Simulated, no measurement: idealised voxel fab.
Documented hereafter: the process module known as voxel quadruple lines.
FYI the section here is cut, 300 nm wide, cells are 5 nm squares.
Format of a cross-section: grid, square cells. Given as bands. Order: top down. Band: one or more rows of cells.
It is stipulated that each band's entry specify, in nanometres, the height of the top of the band and then that of its bottom, followed by the materials of the band in left-to-right sequence, each together with its width in nanometres. A single material marked by the word "full width" is understood to fill the band from edge to edge; the word "empty" is understood to denote empty space.
Ref level 0: as-received wafer is one material below here. Bottom band extends down with no lower bound ("0 and below").
A two-number width, for instance "30..40", indicates that the width is equal to the first number in the top row of the band and to the second number in the bottom row, and that it changes by a constant amount per row of cells.
For the purposes of this document, the phrase "same as before" attached to a step denotes that no cell within the cross-section was modified by that step.
The entry "Closed void roster" lists the empty spaces that cover at least 8 cells and have no open path to the top. Each is written as width x height at distance, where the distance is measured from the left edge and all three values are in nm.
The remark found on a step's line after its settings is issued by the simulator itself and pertains to that step.
On any step carrying a mask, the "overlay nm" setting, if present on the step's line, tells how far right of its planned place the mask lay; negative values point to the left.

[These are the steps we planned for the process]
1: op RECEIVE | material Si
2: op CONFORMAL_DEP | material Al2O3 | thk nm 10
3: op DIRECTIONAL_DEP | material W | thk nm 10
4: op DIRECTIONAL_DEP | material polySi | thk nm 20
5: op DIRECTIONAL_DEP | material aC | thk nm 25
6: op PATTERN | tone cover | mask id MANDREL | material resist | width nm 25 | pitch nm 80 | thk nm 35 | overlay nm 0
7: op DIRECTIONAL_ETCH | etch materials aC | depth nm 25
8: op STRIP | etch materials resist
9: op CONFORMAL_DEP | material SiO2 | thk nm 15
10: op DIRECTIONAL_ETCH | etch materials SiO2 | depth nm 15
11: op STRIP | etch materials aC
12: op DIRECTIONAL_ETCH | etch materials polySi | depth nm 20
13: op STRIP | etch materials SiO2
14: op CONFORMAL_DEP | material SiN | thk nm 5
15: op DIRECTIONAL_ETCH | etch materials SiN | depth nm 5
16: op STRIP | etch materials polySi
17: op DIRECTIONAL_ETCH | etch materials W | depth nm 10
18: op STRIP | etch materials SiN
19: op FILL_DEP | material lowk | thk nm 10
20: op CMP | height nm 20

[Cross-section: wafer on arrival = after step 1]
    0 and below: Si full width
    Closed void roster: none

[Wafer at module end, in section. Began as above, planned as above, run with one mistake]
    20 down to 10: lowk full width
    10 down to 0: 75 nm lowk, 5 nm W, 15 nm lowk, 5 nm W, 15 nm lowk, 5 nm W, 15 nm lowk, 5 nm W, 15 nm lowk, 5 nm W, 15 nm lowk, 5 nm W, 15 nm lowk, 5 nm W, 15 nm lowk, 5 nm W, 80 nm lowk
    0 and below: Si full width
    Closed void roster: none
Error vs. plan: plan step 2 was not performed, having been skipped
